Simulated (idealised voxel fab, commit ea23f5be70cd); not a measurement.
Process module in this document: voxel transistor to metal
The width of the displayed cross-section, cut, is 205 nm; its cells are square, with a size of 5 nm.
Bands, listed from the top down, are how a cross-section gets written in this document; the cross-section itself is a grid of square cells, and a band is one or more rows of them. In this notation a band is specified by the heights of its top and bottom, in that order and in nm, after which its materials appear from left to right, each paired with its width in nm. The word "full width" attached to a single material means that material fills the band from edge to edge; the word "blank" stands for empty space. Zero point of the height axis is 0; under it, received wafer = one material. Lowest band: continues down indefinitely, "0 nm and below". The width entry "30 to 40" should be interpreted row by row: the top row of cells in the band takes the first number, the bottom row takes the second number, and the change between adjacent rows is uniform throughout. You'll sometimes find "identical to before" written for a step, and that's the way of saying that nowhere in the cross-section did a cell change during that step. This entry, "Enclosed void catalog", enumerates those empty regions of no fewer than 8 cells that possess no open connection to the top. Each region is reported in the form width x height at distance, the distance being taken from the left edge, with all three quantities expressed in nm. Past the settings on a step's line: simulator remark, on that step. For masked steps, "overlay nm" on the step line gives how far right of plan the mask actually lay; a minus sign means it lay to the left.
Below is the list of planned process steps
| 1 | RECEIVE, material Si |
| 2 | OXIDIZE, depth nm 5 |
| 3 | CONFORMAL_DEP, material SiN, thk nm 10 |
| 4 | PATTERN, tone cover, mask id ACTIVE, material resist, width nm 110, thk nm 15, overlay nm 0 |
| 5 | DIRECTIONAL_ETCH, etch materials SiN, depth nm 10 |
| 6 | DIRECTIONAL_ETCH, etch materials SiO2, depth nm 5 |
| 7 | DIRECTIONAL_ETCH, etch materials Si, depth nm 35 |
| 8 | STRIP, etch materials resist |
| 9 | OXIDIZE, depth nm 5 |
| 10 | FILL_DEP, material SiO2, thk nm 15 |
| 11 | CMP, height nm 10 |
| 12 | SELECTIVE_ETCH, etch materials SiO2, depth nm 10 |
| 13 | STRIP, etch materials SiN |
| 14 | SELECTIVE_ETCH, etch materials SiO2, depth nm 5 |
| 15 | OXIDIZE, depth nm 5 |
| 16 | DIRECTIONAL_DEP, material polySi, thk nm 25 |
| 17 | DIRECTIONAL_DEP, material SiCN, thk nm 15 |
| 18 | MASKED_ETCH, tone cover, mask id GATE, width nm 20, etch materials SiCN, depth nm 25, overlay nm 0 |
| 19 | MASKED_ETCH, tone cover, mask id GATE, width nm 20, etch materials polySi, depth nm 35, overlay nm 0 |
| 20 | CONFORMAL_DEP, material SiN, thk nm 5 |
| 21 | DIRECTIONAL_ETCH, etch materials SiN, depth nm 5 |
| 22 | DIRECTIONAL_ETCH, etch materials SiO2, depth nm 5 |
| 23 | DIRECTIONAL_ETCH, etch materials Si, depth nm 5 |
| 24 | EPI, material pSi, thk nm 10 |
| 25 | FILL_DEP, material SiO2, thk nm 10 |
| 26 | CMP, height nm 35 |
| 27 | DIRECTIONAL_DEP, material SiO2, thk nm 10 |
| 28 | DIRECTIONAL_DEP, material aC, thk nm 15 |
| 29 | PATTERN, tone open, mask id CONTACT, material resist, width nm 15, pitch nm 75, thk nm 30, overlay nm 0 |
| 30 | DIRECTIONAL_ETCH, etch materials aC, depth nm 15 |
| 31 | STRIP, etch materials resist |
| 32 | DIRECTIONAL_ETCH, etch materials SiO2, depth nm 50 |
| 33 | STRIP, etch materials aC |
| 34 | CONFORMAL_DEP, material TiN, thk nm 5 |
| 35 | FILL_DEP, material W, thk nm 5 |
| 36 | CMP, height nm 45 |
| 37 | DIRECTIONAL_DEP, material TiN, thk nm 5 |
| 38 | DIRECTIONAL_DEP, material W, thk nm 25 |
| 39 | PATTERN, tone cover, mask id METAL_1, material resist, width nm 15, pitch nm 75, thk nm 15, overlay nm 0 |
| 40 | DIRECTIONAL_ETCH, etch materials W, depth nm 25 |
| 41 | DIRECTIONAL_ETCH, etch materials TiN, depth nm 5 |
| 42 | STRIP, etch materials resist |
| 43 | FILL_DEP, material lowk, thk nm 10 |
| 44 | CMP, height nm 75 |
| 45 | CONFORMAL_DEP, material SiCN, thk nm 5 |
| 46 | DIRECTIONAL_DEP, material lowk, thk nm 35 |
| 47 | MASKED_ETCH, tone open, mask id METAL_2, width nm 15, pitch nm 75, etch materials lowk, depth nm 20, overlay nm 0 |
| 48 | MASKED_ETCH, tone open, mask id METAL_2_HOLES, width nm 15, pitch nm 75, etch materials lowk, depth nm 15, overlay nm 0 |
| 49 | MASKED_ETCH, tone open, mask id METAL_2_HOLES, width nm 15, pitch nm 75, etch materials SiCN, depth nm 5, overlay nm 0 |
| 50 | CONFORMAL_DEP, material TiN, thk nm 5 |
| 51 | FILL_DEP, material Cu, thk nm 5 |
| 52 | CMP, height nm 115 |
| 53 | CONFORMAL_DEP, material SiN, thk nm 5 |
This is the cross-section of the wafer as we received it, i.e. after step 1
    0 nm and below: Si full width
    Enclosed void catalog: none
The cross-section shown corresponds to the wafer at the conclusion of the module. The initial structure and the process plan are those presented above; however, one mistake occurred in executing the plan
    120 nm to 115 nm: SiN full width
    115 nm to 80 nm: lowk: 55; TiN: 5; Cu: 5; TiN: 5; lowk: 60; TiN: 5; Cu: 5; TiN: 5; lowk: 60
    80 nm to 75 nm: SiCN: 55; TiN: 15; SiCN: 60; TiN: 15; SiCN: 60
    75 nm to 50 nm: lowk: 55; W: 15; lowk: 60; W: 15; lowk: 60
    50 nm to 45 nm: lowk: 55; TiN: 15; lowk: 60; TiN: 15; lowk: 60
    45 nm to 35 nm: SiO2: 55; TiN: 5; W: 5; TiN: 5; SiO2: 60; TiN: 5; W: 5; TiN: 5; SiO2: 60
    35 nm to 15 nm: SiO2: 55; TiN: 5; W: 5; TiN: 5; SiO2: 15; SiN: 5; polySi: 20; SiN: 5; SiO2: 15; TiN: 5; W: 5; TiN: 5; SiO2: 60
    15 nm to 10 nm: SiO2: 55; TiN: 15; SiO2: 15; SiN: 5; polySi: 20; SiN: 5; SiO2: 15; TiN: 15; SiO2: 60
    10 nm to 0 nm: SiO2: 45; SiN: 110; SiO2: 50
    0 nm to -5 nm: SiO2 full width
    -5 nm to -45 nm: SiO2: 50; Si: 100; SiO2: 55
    -45 nm and below: Si full width
    Enclosed void catalog: none
Short version of what went wrong: step 11 in the plan did not get run; it was skipped
